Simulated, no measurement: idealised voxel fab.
The process module that follows is named voxel transistor to metal.
cross-section cut | 250 nm wide | cells 5 nm
Reading order for cross-sections: top band down to bottom band. Underlying form: a grid of square cells. Band size: one or more rows of cells. Within each band entry, the heights of the top and of the bottom of the band appear first, in that order and in nm; the materials of the band then follow from left to right, each with its corresponding width in nm. The designation "all across" on a single material indicates that it fills the band from edge to edge; the designation "empty" indicates empty space. The reference from which all heights are counted is 0, the level beneath which the as-received wafer is entirely one material; the lowest band, having no lower bound, proceeds downward and is written after the example "0 -> down". Per-row width for "30 to 40": begins at first number (top row of band), ends at second number (bottom row), increment between rows held constant. The designation "no alteration", where it is given for a processing step, indicates that no cell of the cross-section was altered in the course of that step. "Closed void catalog" enumerates empty spaces isolated from the top, with no open way to it, that contain at least 8 cells, giving each as width x height at distance from the left edge, all three in nm. If you see something after the settings on a step's line, that's the simulator's own remark about that step. "overlay nm" on a masked step: distance the mask lay right of its planned place, negative for left.

### Steps planned for the process
1) RECEIVE (material Si)
2) CONFORMAL_DEP (material SiO2; thk nm 5)
3) CONFORMAL_DEP (material SiN; thk nm 10)
4) PATTERN (tone cover; mask id ACTIVE; material resist; width nm 95; pitch nm 125; thk nm 15; overlay nm 0)
5) DIRECTIONAL_ETCH (etch materials SiN; depth nm 10)
6) DIRECTIONAL_ETCH (etch materials SiO2; depth nm 5)
7) DIRECTIONAL_ETCH (etch materials Si; depth nm 25)
8) STRIP (etch materials resist)
9) FILL_DEP (material SiO2; thk nm 5)
10) CMP (height nm 15)
11) SELECTIVE_ETCH (etch materials SiO2; depth nm 5)
12) STRIP (etch materials SiN)
13) SELECTIVE_ETCH (etch materials SiO2; depth nm 5)
14) OXIDIZE (depth nm 5)
15) DIRECTIONAL_DEP (material polySi; thk nm 25)
16) DIRECTIONAL_DEP (material SiCN; thk nm 15)
17) PATTERN (tone cover; mask id GATE; material resist; width nm 25; pitch nm 125; thk nm 20; overlay nm 0)
18) DIRECTIONAL_ETCH (etch materials SiCN; depth nm 25)
19) DIRECTIONAL_ETCH (etch materials polySi; depth nm 35)
20) STRIP (etch materials resist)
21) CONFORMAL_DEP (material SiO2; thk nm 5)
22) DIRECTIONAL_ETCH (etch materials SiO2; depth nm 5)
23) CONFORMAL_DEP (material SiN; thk nm 10)
24) DIRECTIONAL_ETCH (etch materials SiN; depth nm 10)
25) DIRECTIONAL_ETCH (etch materials SiO2; depth nm 5)
26) DIRECTIONAL_ETCH (etch materials Si; depth nm 5)
27) EPI (material pSi; thk nm 10)
28) FILL_DEP (material SiO2; thk nm 10)
29) CMP (height nm 40)
30) DIRECTIONAL_DEP (material SiO2; thk nm 15)
31) DIRECTIONAL_DEP (material aC; thk nm 10)
32) PATTERN (tone open; mask id CONTACT; material resist; width nm 25; thk nm 25; overlay nm 0)
33) DIRECTIONAL_ETCH (etch materials aC; depth nm 10)
34) STRIP (etch materials resist)
35) DIRECTIONAL_ETCH (etch materials SiO2; depth nm 50)
36) STRIP (etch materials aC)
37) CONFORMAL_DEP (material TiN; thk nm 5)
38) FILL_DEP (material Ru; thk nm 5)
39) CMP (height nm 55)
40) DIRECTIONAL_DEP (material TiN; thk nm 5)
41) DIRECTIONAL_DEP (material Ru; thk nm 25)
42) MASKED_ETCH (tone cover; mask id METAL_1; width nm 15; etch materials Ru; depth nm 25; overlay nm 0)
43) MASKED_ETCH (tone cover; mask id METAL_1; width nm 15; etch materials TiN; depth nm 5; overlay nm 0)
44) CONFORMAL_DEP (material SiN; thk nm 5)
45) FILL_DEP (material lowk; thk nm 10)
46) CMP (height nm 85)
47) CONFORMAL_DEP (material SiCN; thk nm 5)
48) DIRECTIONAL_DEP (material lowk; thk nm 30)
49) MASKED_ETCH (tone open; mask id METAL_2; width nm 15; pitch nm 125; etch materials lowk; depth nm 20; overlay nm 0)
50) DIRECTIONAL_DEP (material aC; thk nm 15)
51) PATTERN (tone open; mask id METAL_2_HOLES; material resist; width nm 15; pitch nm 125; thk nm 30; overlay nm 0)
52) DIRECTIONAL_ETCH (etch materials aC; depth nm 15)
53) STRIP (etch materials resist)
54) DIRECTIONAL_ETCH (etch materials lowk; depth nm 10)
55) DIRECTIONAL_ETCH (etch materials SiCN; depth nm 5)
56) STRIP (etch materials aC)
57) CONFORMAL_DEP (material TiN; thk nm 5)
58) FILL_DEP (material Ru; thk nm 5)
59) CMP (height nm 120)
60) CONFORMAL_DEP (material SiN; thk nm 5)

### Incoming wafer in cross-section (state: after step 1)
0 -> down = Si all across
Closed void catalog: none

### Final wafer profile in cross-section after the module, from the same start and plan as above, with one mistake made during processing
125 -> 120 = SiN all across
120 -> 90 = lowk 20 nm, then TiN 5 nm, then Ru 5 nm, then TiN 5 nm, then lowk 110 nm, then TiN 5 nm, then Ru 5 nm, then TiN 5 nm, then lowk 90 nm
90 -> 85 = SiCN 20 nm, then TiN 15 nm, then SiCN 110 nm, then TiN 15 nm, then SiCN 90 nm
85 -> 60 = lowk 15 nm, then SiN 5 nm, then Ru 15 nm, then SiN 5 nm, then lowk 45 nm, then SiN 5 nm, then Ru 15 nm, then SiN 5 nm, then lowk 30 nm, then SiN 5 nm, then Ru 15 nm, then SiN 5 nm, then lowk 45 nm, then SiN 5 nm, then Ru 15 nm, then SiN 5 nm, then lowk 15 nm
60 -> 55 = SiN 20 nm, then TiN 15 nm, then SiN 55 nm, then TiN 15 nm, then SiN 40 nm, then TiN 15 nm, then SiN 55 nm, then TiN 15 nm, then SiN 20 nm
55 -> 45 = SiO2 20 nm, then TiN 5 nm, then Ru 15 nm, then TiN 5 nm, then SiO2 35 nm, then TiN 5 nm, then Ru 15 nm, then TiN 5 nm, then SiO2 40 nm, then TiN 5 nm, then Ru 15 nm, then TiN 5 nm, then SiO2 35 nm, then TiN 5 nm, then Ru 15 nm, then TiN 5 nm, then SiO2 20 nm
45 -> 40 = SiO2 20 nm, then TiN 5 nm, then Ru 5 nm, then TiN 15 nm, then SiO2 35 nm, then TiN 15 nm, then Ru 5 nm, then TiN 5 nm, then SiO2 40 nm, then TiN 5 nm, then Ru 5 nm, then TiN 15 nm, then SiO2 35 nm, then TiN 15 nm, then Ru 5 nm, then TiN 5 nm, then SiO2 20 nm
40 -> 25 = SiO2 20 nm, then TiN 5 nm, then Ru 5 nm, then TiN 5 nm, then SiN 10 nm, then SiO2 5 nm, then SiCN 25 nm, then SiO2 5 nm, then SiN 10 nm, then TiN 5 nm, then Ru 5 nm, then TiN 5 nm, then SiO2 40 nm, then TiN 5 nm, then Ru 5 nm, then TiN 5 nm, then SiN 10 nm, then SiO2 5 nm, then SiCN 25 nm, then SiO2 5 nm, then SiN 10 nm, then TiN 5 nm, then Ru 5 nm, then TiN 5 nm, then SiO2 20 nm
25 -> 20 = SiO2 20 nm, then TiN 15 nm, then SiN 10 nm, then SiO2 5 nm, then polySi 25 nm, then SiO2 5 nm, then SiN 10 nm, then TiN 15 nm, then SiO2 40 nm, then TiN 15 nm, then SiN 10 nm, then SiO2 5 nm, then polySi 25 nm, then SiO2 5 nm, then SiN 10 nm, then TiN 15 nm, then SiO2 20 nm
20 -> 5 = SiO2 35 nm, then SiN 10 nm, then SiO2 5 nm, then polySi 25 nm, then SiO2 5 nm, then SiN 10 nm, then SiO2 70 nm, then SiN 10 nm, then SiO2 5 nm, then polySi 25 nm, then SiO2 5 nm, then SiN 10 nm, then SiO2 35 nm
5 -> 0 = SiO2 15 nm, then SiN 10 nm, then pSi 10 nm, then SiN 10 nm, then SiO2 5 nm, then polySi 25 nm, then SiO2 5 nm, then SiN 10 nm, then pSi 10 nm, then SiN 10 nm, then SiO2 30 nm, then SiN 10 nm, then pSi 10 nm, then SiN 10 nm, then SiO2 5 nm, then polySi 25 nm, then SiO2 5 nm, then SiN 10 nm, then pSi 10 nm, then SiN 10 nm, then SiO2 15 nm
0 -> -5 = SiO2 25 nm, then pSi 10 nm, then SiO2 55 nm, then pSi 10 nm, then SiO2 50 nm, then pSi 10 nm, then SiO2 55 nm, then pSi 10 nm, then SiO2 25 nm
-5 -> -10 = SiO2 15 nm, then Si 10 nm, then pSi 10 nm, then Si 55 nm, then pSi 10 nm, then Si 10 nm, then SiO2 30 nm, then Si 10 nm, then pSi 10 nm, then Si 55 nm, then pSi 10 nm, then Si 10 nm, then SiO2 15 nm
-10 -> -25 = SiO2 15 nm, then Si 95 nm, then SiO2 30 nm, then Si 95 nm, then SiO2 15 nm
-25 -> down = Si all across
Closed void catalog: none
Processing error: step 30 from the plan got run twice
